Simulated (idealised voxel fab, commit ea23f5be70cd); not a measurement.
A process module follows: voxel plated lines.
The cross-section on display is named cut; it measures 260 nm wide, and its cells are 5 nm squares.
Cross-section, as written here: a square-cell grid given band by band from the top down, where a band holds one or more rows of cells. Read a band's entry like this: the first values are the height of its top and the height of its bottom in nm, and what follows is the sequence of materials from left to right, each with its width in nm. Note that "blank" is empty space, and that a single material marked "everywhere" reaches across the band from edge to edge. It should be noted that heights are counted from 0, beneath which the wafer as supplied is of one material throughout, and that the lowest band possesses no lower boundary but continues downward, as written in "0 nm and below". Think of "30..40" as a width that walks from the first number to the second as you go down the band, top row to bottom row, taking equal-sized steps from row to row. Step marked "remains unaltered"? Then no cell in the cross-section changed in it. "Enclosed void inventory" means: voids of 8 cells or more that are shut off from the top with no open way through. Written width x height at distance, distance from the left edge, in nm. What comes after the settings on a step's line is commentary from the simulator itself on that step. overlay nm: how far to the right of its planned place the mask lay on this masked step (negative: to the left). Note on reading: below, each pair holds a cross-section from before one process step and one from after it; the one from after shows only down to the lowest band that changed. Beneath the pair, the step in between is stated along with its settings. The pairs can stem from different runs of this module on the same starting wafer. Where a pair's entry headed "Pre-step profile" says so, and only there, that pair continues from the pair above it.
Pre-step profile:
  0 nm and below | Si everywhere
  Enclosed void inventory: none
Cross-Section Thereafter:
  5 nm to 0 nm | SiO2 everywhere
  Rest of section, below 0: as before.
  Enclosed void inventory: none
Formally, the process step situated between the two cross-sections above is CONFORMAL_DEP: material SiO2, thk nm 5
Pre-step profile: just use the after drawing of the pair above as your starting point.
Cross-Section Thereafter:
  10 nm to 5 nm | TiN everywhere
  Rest of section, below 5: as before.
  Enclosed void inventory: none
Formally, the process step situated between the two cross-sections above is DIRECTIONAL_DEP: material TiN, thk nm 5
Pre-step profile: just use the after drawing of the pair above as your starting point.
Cross-Section Thereafter:
  45 nm to 10 nm | resist 40 nm, then blank 30 nm, then resist 20 nm, then blank 30 nm, then resist 20 nm, then blank 30 nm, then resist 20 nm, then blank 30 nm, then resist 40 nm
  Rest of section, below 10: as before.
  Enclosed void inventory: none
Formally, the process step situated between the two cross-sections above is PATTERN: tone open, mask id LINES, material resist, width nm 30, pitch nm 50, thk nm 35, overlay nm 0
Pre-step profile: just use the after drawing of the pair above as your starting point.
Cross-Section Thereafter:
  45 nm to 15 nm | resist 40 nm, then blank 30 nm, then resist 20 nm, then blank 30 nm, then resist 20 nm, then blank 30 nm, then resist 20 nm, then blank 30 nm, then resist 40 nm
  15 nm to 10 nm | resist 40 nm, then Ru 30 nm, then resist 20 nm, then Ru 30 nm, then resist 20 nm, then Ru 30 nm, then resist 20 nm, then Ru 30 nm, then resist 40 nm
  Rest of section, below 10: as before.
  Enclosed void inventory: none
Formally, the process step situated between the two cross-sections above is EPI: material Ru, thk nm 5
Pre-step profile: just use the after drawing of the pair above as your starting point.
Cross-Section Thereafter:
  45 nm to 25 nm | resist 40 nm, then blank 30 nm, then resist 20 nm, then blank 30 nm, then resist 20 nm, then blank 30 nm, then resist 20 nm, then blank 30 nm, then resist 40 nm
  25 nm to 10 nm | resist 40 nm, then Ru 30 nm, then resist 20 nm, then Ru 30 nm, then resist 20 nm, then Ru 30 nm, then resist 20 nm, then Ru 30 nm, then resist 40 nm
  Rest of section, below 10: as before.
  Enclosed void inventory: none
Formally, the process step situated between the two cross-sections above is EPI: material Ru, thk nm 10
Pre-step profile: just use the after drawing of the pair above as your starting point.
Cross-Section Thereafter:
  45 nm to 30 nm | resist 40 nm, then blank 30 nm, then resist 20 nm, then blank 30 nm, then resist 20 nm, then blank 30 nm, then resist 20 nm, then blank 30 nm, then resist 40 nm
  30 nm to 10 nm | resist 40 nm, then Ru 30 nm, then resist 20 nm, then Ru 30 nm, then resist 20 nm, then Ru 30 nm, then resist 20 nm, then Ru 30 nm, then resist 40 nm
  Rest of section, below 10: as before.
  Enclosed void inventory: none
Formally, the process step situated between the two cross-sections above is EPI: material Ru, thk nm 5
Pre-step profile: just use the after drawing of the pair above as your starting point.
Cross-Section Thereafter:
  30 nm to 10 nm | blank 40 nm, then Ru 30 nm, then blank 20 nm, then Ru 30 nm, then blank 20 nm, then Ru 30 nm, then blank 20 nm, then Ru 30 nm, then blank 40 nm
  Rest of section, below 10: as before.
  Enclosed void inventory: none
Formally, the process step situated between the two cross-sections above is STRIP: etch materials resist
Pre-step profile: just use the after drawing of the pair above as your starting point.
Cross-Section Thereafter:
  30 nm to 10 nm | blank 40 nm, then Ru 30 nm, then blank 20 nm, then Ru 30 nm, then blank 20 nm, then Ru 30 nm, then blank 20 nm, then Ru 30 nm, then blank 40 nm
  10 nm to 5 nm | blank 40 nm, then TiN 30 nm, then blank 20 nm, then TiN 30 nm, then blank 20 nm, then TiN 30 nm, then blank 20 nm, then TiN 30 nm, then blank 40 nm
  Rest of section, below 5: as before.
  Enclosed void inventory: none
Formally, the process step situated between the two cross-sections above is DIRECTIONAL_ETCH: etch materials TiN, depth nm 5
Pre-step profile: just use the after drawing of the pair above as your starting point.
Cross-Section Thereafter:
  40 nm to 30 nm | blank 30 nm, then SiO2 200 nm, then blank 30 nm
  30 nm to 15 nm | blank 30 nm, then SiO2 10 nm, then Ru 30 nm, then SiO2 20 nm, then Ru 30 nm, then SiO2 20 nm, then Ru 30 nm, then SiO2 20 nm, then Ru 30 nm, then SiO2 10 nm, then blank 30 nm
  15 nm to 10 nm | SiO2 40 nm, then Ru 30 nm, then SiO2 20 nm, then Ru 30 nm, then SiO2 20 nm, then Ru 30 nm, then SiO2 20 nm, then Ru 30 nm, then SiO2 40 nm
  10 nm to 5 nm | SiO2 40 nm, then TiN 30 nm, then SiO2 20 nm, then TiN 30 nm, then SiO2 20 nm, then TiN 30 nm, then SiO2 20 nm, then TiN 30 nm, then SiO2 40 nm
  Rest of section, below 5: as before.
  Enclosed void inventory: none
Formally, the process step situated between the two cross-sections above is CONFORMAL_DEP: material SiO2, thk nm 10
Pre-step profile:
  45 nm to 25 nm | resist 40 nm, then blank 30 nm, then resist 20 nm, then blank 30 nm, then resist 20 nm, then blank 30 nm, then resist 20 nm, then blank 30 nm, then resist 40 nm
  25 nm to 10 nm | resist 40 nm, then Ru 30 nm, then resist 20 nm, then Ru 30 nm, then resist 20 nm, then Ru 30 nm, then resist 20 nm, then Ru 30 nm, then resist 40 nm
  10 nm to 5 nm | TiN everywhere
  5 nm to 0 nm | SiO2 everywhere
  0 nm and below | Si everywhere
  Enclosed void inventory: none
Cross-Section Thereafter:
  45 nm to 35 nm | resist 40 nm, then blank 30 nm, then resist 20 nm, then blank 30 nm, then resist 20 nm, then blank 30 nm, then resist 20 nm, then blank 30 nm, then resist 40 nm
  35 nm to 10 nm | resist 40 nm, then Ru 30 nm, then resist 20 nm, then Ru 30 nm, then resist 20 nm, then Ru 30 nm, then resist 20 nm, then Ru 30 nm, then resist 40 nm
  Rest of section, below 10: as before.
  Enclosed void inventory: none
Formally, the process step situated between the two cross-sections above is EPI: material Ru, thk nm 10
Pre-step profile: just use the after drawing of the pair above as your starting point.
Cross-Section Thereafter:
  45 nm to 40 nm | resist 40 nm, then blank 30 nm, then resist 20 nm, then blank 30 nm, then resist 20 nm, then blank 30 nm, then resist 20 nm, then blank 30 nm, then resist 40 nm
  40 nm to 10 nm | resist 40 nm, then Ru 30 nm, then resist 20 nm, then Ru 30 nm, then resist 20 nm, then Ru 30 nm, then resist 20 nm, then Ru 30 nm, then resist 40 nm
  Rest of section, below 10: as before.
  Enclosed void inventory: none
Formally, the process step situated between the two cross-sections above is EPI: material Ru, thk nm 5
Pre-step profile: just use the after drawing of the pair above as your starting point.
Cross-Section Thereafter:
  40 nm to 10 nm | blank 40 nm, then Ru 30 nm, then blank 20 nm, then Ru 30 nm, then blank 20 nm, then Ru 30 nm, then blank 20 nm, then Ru 30 nm, then blank 40 nm
  Rest of section, below 10: as before.
  Enclosed void inventory: none
Formally, the process step situated between the two cross-sections above is STRIP: etch materials resist
Pre-step profile: just use the after drawing of the pair above as your starting point.
Cross-Section Thereafter:
  40 nm to 10 nm | blank 40 nm, then Ru 30 nm, then blank 20 nm, then Ru 30 nm, then blank 20 nm, then Ru 30 nm, then blank 20 nm, then Ru 30 nm, then blank 40 nm
  10 nm to 5 nm | blank 40 nm, then TiN 30 nm, then blank 20 nm, then TiN 30 nm, then blank 20 nm, then TiN 30 nm, then blank 20 nm, then TiN 30 nm, then blank 40 nm
  Rest of section, below 5: as before.
  Enclosed void inventory: none
Formally, the process step situated between the two cross-sections above is DIRECTIONAL_ETCH: etch materials TiN, depth nm 5
Pre-step profile: just use the after drawing of the pair above as your starting point.
Cross-Section Thereafter:
  50 nm to 40 nm | blank 30 nm, then SiO2 200 nm, then blank 30 nm
  40 nm to 15 nm | blank 30 nm, then SiO2 10 nm, then Ru 30 nm, then SiO2 20 nm, then Ru 30 nm, then SiO2 20 nm, then Ru 30 nm, then SiO2 20 nm, then Ru 30 nm, then SiO2 10 nm, then blank 30 nm
  15 nm to 10 nm | SiO2 40 nm, then Ru 30 nm, then SiO2 20 nm, then Ru 30 nm, then SiO2 20 nm, then Ru 30 nm, then SiO2 20 nm, then Ru 30 nm, then SiO2 40 nm
  10 nm to 5 nm | SiO2 40 nm, then TiN 30 nm, then SiO2 20 nm, then TiN 30 nm, then SiO2 20 nm, then TiN 30 nm, then SiO2 20 nm, then TiN 30 nm, then SiO2 40 nm
  Rest of section, below 5: as before.
  Enclosed void inventory: none
Formally, the process step situated between the two cross-sections above is CONFORMAL_DEP: material SiO2, thk nm 10
Pre-step profile:
  10 nm to 5 nm | TiN everywhere
  5 nm to 0 nm | SiO2 everywhere
  0 nm and below | Si everywhere
  Enclosed void inventory: none
Cross-Section Thereafter:
  15 nm to 10 nm | Ru everywhere
  Rest of section, below 10: as before.
  Enclosed void inventory: none
Formally, the process step situated between the two cross-sections above is EPI: material Ru, thk nm 5
Pre-step profile: just use the after drawing of the pair above as your starting point.
Cross-Section Thereafter:
  50 nm to 15 nm | resist 40 nm, then blank 30 nm, then resist 20 nm, then blank 30 nm, then resist 20 nm, then blank 30 nm, then resist 20 nm, then blank 30 nm, then resist 40 nm
  Rest of section, below 15: as before.
  Enclosed void inventory: none
Formally, the process step situated between the two cross-sections above is PATTERN: tone open, mask id LINES, material resist, width nm 30, pitch nm 50, thk nm 35, overlay nm 0
Pre-step profile: just use the after drawing of the pair above as your starting point.
Cross-Section Thereafter:
  50 nm to 25 nm | resist 40 nm, then blank 30 nm, then resist 20 nm, then blank 30 nm, then resist 20 nm, then blank 30 nm, then resist 20 nm, then blank 30 nm, then resist 40 nm
  25 nm to 15 nm | resist 40 nm, then Ru 30 nm, then resist 20 nm, then Ru 30 nm, then resist 20 nm, then Ru 30 nm, then resist 20 nm, then Ru 30 nm, then resist 40 nm
  Rest of section, below 15: as before.
  Enclosed void inventory: none
Formally, the process step situated between the two cross-sections above is EPI: material Ru, thk nm 10
Pre-step profile: just use the after drawing of the pair above as your starting point.
Cross-Section Thereafter:
  50 nm to 30 nm | resist 40 nm, then blank 30 nm, then resist 20 nm, then blank 30 nm, then resist 20 nm, then blank 30 nm, then resist 20 nm, then blank 30 nm, then resist 40 nm
  30 nm to 15 nm | resist 40 nm, then Ru 30 nm, then resist 20 nm, then Ru 30 nm, then resist 20 nm, then Ru 30 nm, then resist 20 nm, then Ru 30 nm, then resist 40 nm
  Rest of section, below 15: as before.
  Enclosed void inventory: none
Formally, the process step situated between the two cross-sections above is EPI: material Ru, thk nm 5
Pre-step profile: just use the after drawing of the pair above as your starting point.
Cross-Section Thereafter:
  30 nm to 15 nm | blank 40 nm, then Ru 30 nm, then blank 20 nm, then Ru 30 nm, then blank 20 nm, then Ru 30 nm, then blank 20 nm, then Ru 30 nm, then blank 40 nm
  Rest of section, below 15: as before.
  Enclosed void inventory: none
Formally, the process step situated between the two cross-sections above is STRIP: etch materials resist
Pre-step profile: just use the after drawing of the pair above as your starting point.
Cross-Section Thereafter:
  40 nm to 30 nm | blank 30 nm, then SiO2 200 nm, then blank 30 nm
  30 nm to 25 nm | blank 30 nm, then SiO2 10 nm, then Ru 30 nm, then SiO2 20 nm, then Ru 30 nm, then SiO2 20 nm, then Ru 30 nm, then SiO2 20 nm, then Ru 30 nm, then SiO2 10 nm, then blank 30 nm
  25 nm to 15 nm | SiO2 40 nm, then Ru 30 nm, then SiO2 20 nm, then Ru 30 nm, then SiO2 20 nm, then Ru 30 nm, then SiO2 20 nm, then Ru 30 nm, then SiO2 40 nm
  Rest of section, below 15: as before.
  Enclosed void inventory: none
Formally, the process step situated between the two cross-sections above is CONFORMAL_DEP: material SiO2, thk nm 10
Pre-step profile:
  30 nm to 10 nm | blank 40 nm, then Ru 30 nm, then blank 20 nm, then Ru 30 nm, then blank 20 nm, then Ru 30 nm, then blank 20 nm, then Ru 30 nm, then blank 40 nm
  10 nm to 5 nm | blank 40 nm, then TiN 30 nm, then blank 20 nm, then TiN 30 nm, then blank 20 nm, then TiN 30 nm, then blank 20 nm, then TiN 30 nm, then blank 40 nm
  5 nm to 0 nm | SiO2 everywhere
  0 nm and below | Si everywhere
  Enclosed void inventory: none
Cross-Section Thereafter:
  45 nm to 30 nm | blank 25 nm, then SiO2 210 nm, then blank 25 nm
  30 nm to 20 nm | blank 25 nm, then SiO2 15 nm, then Ru 30 nm, then SiO2 20 nm, then Ru 30 nm, then SiO2 20 nm, then Ru 30 nm, then SiO2 20 nm, then Ru 30 nm, then SiO2 15 nm, then blank 25 nm
  20 nm to 10 nm | SiO2 40 nm, then Ru 30 nm, then SiO2 20 nm, then Ru 30 nm, then SiO2 20 nm, then Ru 30 nm, then SiO2 20 nm, then Ru 30 nm, then SiO2 40 nm
  10 nm to 5 nm | SiO2 40 nm, then TiN 30 nm, then SiO2 20 nm, then TiN 30 nm, then SiO2 20 nm, then TiN 30 nm, then SiO2 20 nm, then TiN 30 nm, then SiO2 40 nm
  Rest of section, below 5: as before.
  Enclosed void inventory: none
Formally, the process step situated between the two cross-sections above is CONFORMAL_DEP: material SiO2, thk nm 15
Pre-step profile:
  10 nm to 5 nm | TiN everywhere
  5 nm to 0 nm | SiO2 everywhere
  0 nm and below | Si everywhere
  Enclosed void inventory: none
Cross-Section Thereafter:
  45 nm to 10 nm | resist 45 nm, then blank 20 nm, then resist 30 nm, then blank 20 nm, then resist 30 nm, then blank 20 nm, then resist 30 nm, then blank 20 nm, then resist 45 nm
  Rest of section, below 10: as before.
  Enclosed void inventory: none
Formally, the process step situated between the two cross-sections above is PATTERN: tone open, mask id LINES, material resist, width nm 20, pitch nm 50, thk nm 35, overlay nm 0
Pre-step profile: just use the after drawing of the pair above as your starting point.
Cross-Section Thereafter:
  45 nm to 15 nm | resist 45 nm, then blank 20 nm, then resist 30 nm, then blank 20 nm, then resist 30 nm, then blank 20 nm, then resist 30 nm, then blank 20 nm, then resist 45 nm
  15 nm to 10 nm | resist 45 nm, then Ru 20 nm, then resist 30 nm, then Ru 20 nm, then resist 30 nm, then Ru 20 nm, then resist 30 nm, then Ru 20 nm, then resist 45 nm
  Rest of section, below 10: as before.
  Enclosed void inventory: none
Formally, the process step situated between the two cross-sections above is EPI: material Ru, thk nm 5
Pre-step profile: just use the after drawing of the pair above as your starting point.
Cross-Section Thereafter:
  45 nm to 25 nm | resist 45 nm, then blank 20 nm, then resist 30 nm, then blank 20 nm, then resist 30 nm, then blank 20 nm, then resist 30 nm, then blank 20 nm, then resist 45 nm
  25 nm to 10 nm | resist 45 nm, then Ru 20 nm, then resist 30 nm, then Ru 20 nm, then resist 30 nm, then Ru 20 nm, then resist 30 nm, then Ru 20 nm, then resist 45 nm
  Rest of section, below 10: as before.
  Enclosed void inventory: none
Formally, the process step situated between the two cross-sections above is EPI: material Ru, thk nm 10
Pre-step profile: just use the after drawing of the pair above as your starting point.
Cross-Section Thereafter:
  45 nm to 30 nm | resist 45 nm, then blank 20 nm, then resist 30 nm, then blank 20 nm, then resist 30 nm, then blank 20 nm, then resist 30 nm, then blank 20 nm, then resist 45 nm
  30 nm to 10 nm | resist 45 nm, then Ru 20 nm, then resist 30 nm, then Ru 20 nm, then resist 30 nm, then Ru 20 nm, then resist 30 nm, then Ru 20 nm, then resist 45 nm
  Rest of section, below 10: as before.
  Enclosed void inventory: none
Formally, the process step situated between the two cross-sections above is EPI: material Ru, thk nm 5
Pre-step profile: just use the after drawing of the pair above as your starting point.
Cross-Section Thereafter:
  30 nm to 10 nm | blank 45 nm, then Ru 20 nm, then blank 30 nm, then Ru 20 nm, then blank 30 nm, then Ru 20 nm, then blank 30 nm, then Ru 20 nm, then blank 45 nm
  Rest of section, below 10: as before.
  Enclosed void inventory: none
Formally, the process step situated between the two cross-sections above is STRIP: etch materials resist
Pre-step profile: just use the after drawing of the pair above as your starting point.
Cross-Section Thereafter:
  30 nm to 10 nm | blank 45 nm, then Ru 20 nm, then blank 30 nm, then Ru 20 nm, then blank 30 nm, then Ru 20 nm, then blank 30 nm, then Ru 20 nm, then blank 45 nm
  10 nm to 5 nm | blank 45 nm, then TiN 20 nm, then blank 30 nm, then TiN 20 nm, then blank 30 nm, then TiN 20 nm, then blank 30 nm, then TiN 20 nm, then blank 45 nm
  Rest of section, below 5: as before.
  Enclosed void inventory: none
Formally, the process step situated between the two cross-sections above is DIRECTIONAL_ETCH: etch materials TiN, depth nm 5
Pre-step profile: just use the after drawing of the pair above as your starting point.
Cross-Section Thereafter:
  40 nm to 30 nm | blank 35 nm, then SiO2 40 nm, then blank 10 nm, then SiO2 40 nm, then blank 10 nm, then SiO2 40 nm, then blank 10 nm, then SiO2 40 nm, then blank 35 nm
  30 nm to 15 nm | blank 35 nm, then SiO2 10 nm, then Ru 20 nm, then SiO2 10 nm, then blank 10 nm, then SiO2 10 nm, then Ru 20 nm, then SiO2 10 nm, then blank 10 nm, then SiO2 10 nm, then Ru 20 nm, then SiO2 10 nm, then blank 10 nm, then SiO2 10 nm, then Ru 20 nm, then SiO2 10 nm, then blank 35 nm
  15 nm to 10 nm | SiO2 45 nm, then Ru 20 nm, then SiO2 30 nm, then Ru 20 nm, then SiO2 30 nm, then Ru 20 nm, then SiO2 30 nm, then Ru 20 nm, then SiO2 45 nm
  10 nm to 5 nm | SiO2 45 nm, then TiN 20 nm, then SiO2 30 nm, then TiN 20 nm, then SiO2 30 nm, then TiN 20 nm, then SiO2 30 nm, then TiN 20 nm, then SiO2 45 nm
  Rest of section, below 5: as before.
  Enclosed void inventory: none
Formally, the process step situated between the two cross-sections above is CONFORMAL_DEP: material SiO2, thk nm 10
Pre-step profile:
  10 nm to 5 nm | TiN everywhere
  5 nm to 0 nm | SiO2 everywhere
  0 nm and below | Si everywhere
  Enclosed void inventory: none
Cross-Section Thereafter:
  45 nm to 10 nm | resist 50 nm, then blank 30 nm, then resist 20 nm, then blank 30 nm, then resist 20 nm, then blank 30 nm, then resist 20 nm, then blank 30 nm, then resist 30 nm
  Rest of section, below 10: as before.
  Enclosed void inventory: none
Formally, the process step situated between the two cross-sections above is PATTERN: tone open, mask id LINES, material resist, width nm 30, pitch nm 50, thk nm 35, overlay nm 10
Pre-step profile: just use the after drawing of the pair above as your starting point.
Cross-Section Thereafter:
  45 nm to 15 nm | resist 50 nm, then blank 30 nm, then resist 20 nm, then blank 30 nm, then resist 20 nm, then blank 30 nm, then resist 20 nm, then blank 30 nm, then resist 30 nm
  15 nm to 10 nm | resist 50 nm, then Ru 30 nm, then resist 20 nm, then Ru 30 nm, then resist 20 nm, then Ru 30 nm, then resist 20 nm, then Ru 30 nm, then resist 30 nm
  Rest of section, below 10: as before.
  Enclosed void inventory: none
Formally, the process step situated between the two cross-sections above is EPI: material Ru, thk nm 5
Pre-step profile: just use the after drawing of the pair above as your starting point.
Cross-Section Thereafter:
  45 nm to 25 nm | resist 50 nm, then blank 30 nm, then resist 20 nm, then blank 30 nm, then resist 20 nm, then blank 30 nm, then resist 20 nm, then blank 30 nm, then resist 30 nm
  25 nm to 10 nm | resist 50 nm, then Ru 30 nm, then resist 20 nm, then Ru 30 nm, then resist 20 nm, then Ru 30 nm, then resist 20 nm, then Ru 30 nm, then resist 30 nm
  Rest of section, below 10: as before.
  Enclosed void inventory: none
Formally, the process step situated between the two cross-sections above is EPI: material Ru, thk nm 10
Pre-step profile: just use the after drawing of the pair above as your starting point.
Cross-Section Thereafter:
  45 nm to 30 nm | resist 50 nm, then blank 30 nm, then resist 20 nm, then blank 30 nm, then resist 20 nm, then blank 30 nm, then resist 20 nm, then blank 30 nm, then resist 30 nm
  30 nm to 10 nm | resist 50 nm, then Ru 30 nm, then resist 20 nm, then Ru 30 nm, then resist 20 nm, then Ru 30 nm, then resist 20 nm, then Ru 30 nm, then resist 30 nm
  Rest of section, below 10: as before.
  Enclosed void inventory: none
Formally, the process step situated between the two cross-sections above is EPI: material Ru, thk nm 5
Pre-step profile: just use the after drawing of the pair above as your starting point.
Cross-Section Thereafter:
  30 nm to 10 nm | blank 50 nm, then Ru 30 nm, then blank 20 nm, then Ru 30 nm, then blank 20 nm, then Ru 30 nm, then blank 20 nm, then Ru 30 nm, then blank 30 nm
  Rest of section, below 10: as before.
  Enclosed void inventory: none
Formally, the process step situated between the two cross-sections above is STRIP: etch materials resist
Pre-step profile: just use the after drawing of the pair above as your starting point.
Cross-Section Thereafter:
  30 nm to 10 nm | blank 50 nm, then Ru 30 nm, then blank 20 nm, then Ru 30 nm, then blank 20 nm, then Ru 30 nm, then blank 20 nm, then Ru 30 nm, then blank 30 nm
  10 nm to 5 nm | blank 50 nm, then TiN 30 nm, then blank 20 nm, then TiN 30 nm, then blank 20 nm, then TiN 30 nm, then blank 20 nm, then TiN 30 nm, then blank 30 nm
  Rest of section, below 5: as before.
  Enclosed void inventory: none
Formally, the process step situated between the two cross-sections above is DIRECTIONAL_ETCH: etch materials TiN, depth nm 5
Pre-step profile: just use the after drawing of the pair above as your starting point.
Cross-Section Thereafter:
  40 nm to 30 nm | blank 40 nm, then SiO2 200 nm, then blank 20 nm
  30 nm to 15 nm | blank 40 nm, then SiO2 10 nm, then Ru 30 nm, then SiO2 20 nm, then Ru 30 nm, then SiO2 20 nm, then Ru 30 nm, then SiO2 20 nm, then Ru 30 nm, then SiO2 10 nm, then blank 20 nm
  15 nm to 10 nm | SiO2 50 nm, then Ru 30 nm, then SiO2 20 nm, then Ru 30 nm, then SiO2 20 nm, then Ru 30 nm, then SiO2 20 nm, then Ru 30 nm, then SiO2 30 nm
  10 nm to 5 nm | SiO2 50 nm, then TiN 30 nm, then SiO2 20 nm, then TiN 30 nm, then SiO2 20 nm, then TiN 30 nm, then SiO2 20 nm, then TiN 30 nm, then SiO2 30 nm
  Rest of section, below 5: as before.
  Enclosed void inventory: none
Formally, the process step situated between the two cross-sections above is CONFORMAL_DEP: material SiO2, thk nm 10
Pre-step profile:
  5 nm to 0 nm | SiO2 everywhere
  0 nm and below | Si everywhere
  Enclosed void inventory: none
Cross-Section Thereafter:
  10 nm to 0 nm | SiO2 everywhere
  Rest of section, below 0: as before.
  Enclosed void inventory: none
Formally, the process step situated between the two cross-sections above is DIRECTIONAL_DEP: material SiO2, thk nm 5
Pre-step profile: just use the after drawing of the pair above as your starting point.
Cross-Section Thereafter:
  45 nm to 10 nm | resist 40 nm, then blank 30 nm, then resist 20 nm, then blank 30 nm, then resist 20 nm, then blank 30 nm, then resist 20 nm, then blank 30 nm, then resist 40 nm
  Rest of section, below 10: as before.
  Enclosed void inventory: none
Formally, the process step situated between the two cross-sections above is PATTERN: tone open, mask id LINES, material resist, width nm 30, pitch nm 50, thk nm 35, overlay nm 0
Pre-step profile: just use the after drawing of the pair above as your starting point.
Cross-Section Thereafter:
  10 nm to 0 nm | SiO2 everywhere
  Rest of section, below 0: as before.
  Enclosed void inventory: none
Formally, the process step situated between the two cross-sections above is STRIP: etch materials resist
Pre-step profile: just use the after drawing of the pair above as your starting point.
Cross-Section Thereafter:
  20 nm to 0 nm | SiO2 everywhere
  Rest of section, below 0: as before.
  Enclosed void inventory: none
Formally, the process step situated between the two cross-sections above is CONFORMAL_DEP: material SiO2, thk nm 10
Pre-step profile:
  10 nm to 5 nm | TiN everywhere
  5 nm to 0 nm | SiO2 everywhere
  0 nm and below | Si everywhere
  Enclosed void inventory: none
Cross-Section Thereafter:
  45 nm to 10 nm | blank 40 nm, then resist 30 nm, then blank 20 nm, then resist 30 nm, then blank 20 nm, then resist 30 nm, then blank 20 nm, then resist 30 nm, then blank 40 nm
  Rest of section, below 10: as before.
  Enclosed void inventory: none
Formally, the process step situated between the two cross-sections above is PATTERN: tone cover, mask id LINES, material resist, width nm 30, pitch nm 50, thk nm 35, overlay nm 0
Pre-step profile: just use the after drawing of the pair above as your starting point.
Cross-Section Thereafter:
  45 nm to 15 nm | blank 40 nm, then resist 30 nm, then blank 20 nm, then resist 30 nm, then blank 20 nm, then resist 30 nm, then blank 20 nm, then resist 30 nm, then blank 40 nm
  15 nm to 10 nm | Ru 40 nm, then resist 30 nm, then Ru 20 nm, then resist 30 nm, then Ru 20 nm, then resist 30 nm, then Ru 20 nm, then resist 30 nm, then Ru 40 nm
  Rest of section, below 10: as before.
  Enclosed void inventory: none
Formally, the process step situated between the two cross-sections above is EPI: material Ru, thk nm 5
Pre-step profile: just use the after drawing of the pair above as your starting point.
Cross-Section Thereafter:
  45 nm to 25 nm | blank 40 nm, then resist 30 nm, then blank 20 nm, then resist 30 nm, then blank 20 nm, then resist 30 nm, then blank 20 nm, then resist 30 nm, then blank 40 nm
  25 nm to 10 nm | Ru 40 nm, then resist 30 nm, then Ru 20 nm, then resist 30 nm, then Ru 20 nm, then resist 30 nm, then Ru 20 nm, then resist 30 nm, then Ru 40 nm
  Rest of section, below 10: as before.
  Enclosed void inventory: none
Formally, the process step situated between the two cross-sections above is EPI: material Ru, thk nm 10
Pre-step profile: just use the after drawing of the pair above as your starting point.
Cross-Section Thereafter:
  45 nm to 30 nm | blank 40 nm, then resist 30 nm, then blank 20 nm, then resist 30 nm, then blank 20 nm, then resist 30 nm, then blank 20 nm, then resist 30 nm, then blank 40 nm
  30 nm to 10 nm | Ru 40 nm, then resist 30 nm, then Ru 20 nm, then resist 30 nm, then Ru 20 nm, then resist 30 nm, then Ru 20 nm, then resist 30 nm, then Ru 40 nm
  Rest of section, below 10: as before.
  Enclosed void inventory: none
Formally, the process step situated between the two cross-sections above is EPI: material Ru, thk nm 5
Pre-step profile: just use the after drawing of the pair above as your starting point.
Cross-Section Thereafter:
  30 nm to 10 nm | Ru 40 nm, then blank 30 nm, then Ru 20 nm, then blank 30 nm, then Ru 20 nm, then blank 30 nm, then Ru 20 nm, then blank 30 nm, then Ru 40 nm
  Rest of section, below 10: as before.
  Enclosed void inventory: none
Formally, the process step situated between the two cross-sections above is STRIP: etch materials resist
Pre-step profile: just use the after drawing of the pair above as your starting point.
Cross-Section Thereafter:
  30 nm to 10 nm | Ru 40 nm, then blank 30 nm, then Ru 20 nm, then blank 30 nm, then Ru 20 nm, then blank 30 nm, then Ru 20 nm, then blank 30 nm, then Ru 40 nm
  10 nm to 5 nm | TiN 40 nm, then blank 30 nm, then TiN 20 nm, then blank 30 nm, then TiN 20 nm, then blank 30 nm, then TiN 20 nm, then blank 30 nm, then TiN 40 nm
  Rest of section, below 5: as before.
  Enclosed void inventory: none
Formally, the process step situated between the two cross-sections above is DIRECTIONAL_ETCH: etch materials TiN, depth nm 5
Pre-step profile: just use the after drawing of the pair above as your starting point.
Cross-Section Thereafter:
  40 nm to 30 nm | SiO2 50 nm, then blank 10 nm, then SiO2 40 nm, then blank 10 nm, then SiO2 40 nm, then blank 10 nm, then SiO2 40 nm, then blank 10 nm, then SiO2 50 nm
  30 nm to 15 nm | Ru 40 nm, then SiO2 10 nm, then blank 10 nm, then SiO2 10 nm, then Ru 20 nm, then SiO2 10 nm, then blank 10 nm, then SiO2 10 nm, then Ru 20 nm, then SiO2 10 nm, then blank 10 nm, then SiO2 10 nm, then Ru 20 nm, then SiO2 10 nm, then blank 10 nm, then SiO2 10 nm, then Ru 40 nm
  15 nm to 10 nm | Ru 40 nm, then SiO2 30 nm, then Ru 20 nm, then SiO2 30 nm, then Ru 20 nm, then SiO2 30 nm, then Ru 20 nm, then SiO2 30 nm, then Ru 40 nm
  10 nm to 5 nm | TiN 40 nm, then SiO2 30 nm, then TiN 20 nm, then SiO2 30 nm, then TiN 20 nm, then SiO2 30 nm, then TiN 20 nm, then SiO2 30 nm, then TiN 40 nm
  Rest of section, below 5: as before.
  Enclosed void inventory: none
Formally, the process step situated between the two cross-sections above is CONFORMAL_DEP: material SiO2, thk nm 10
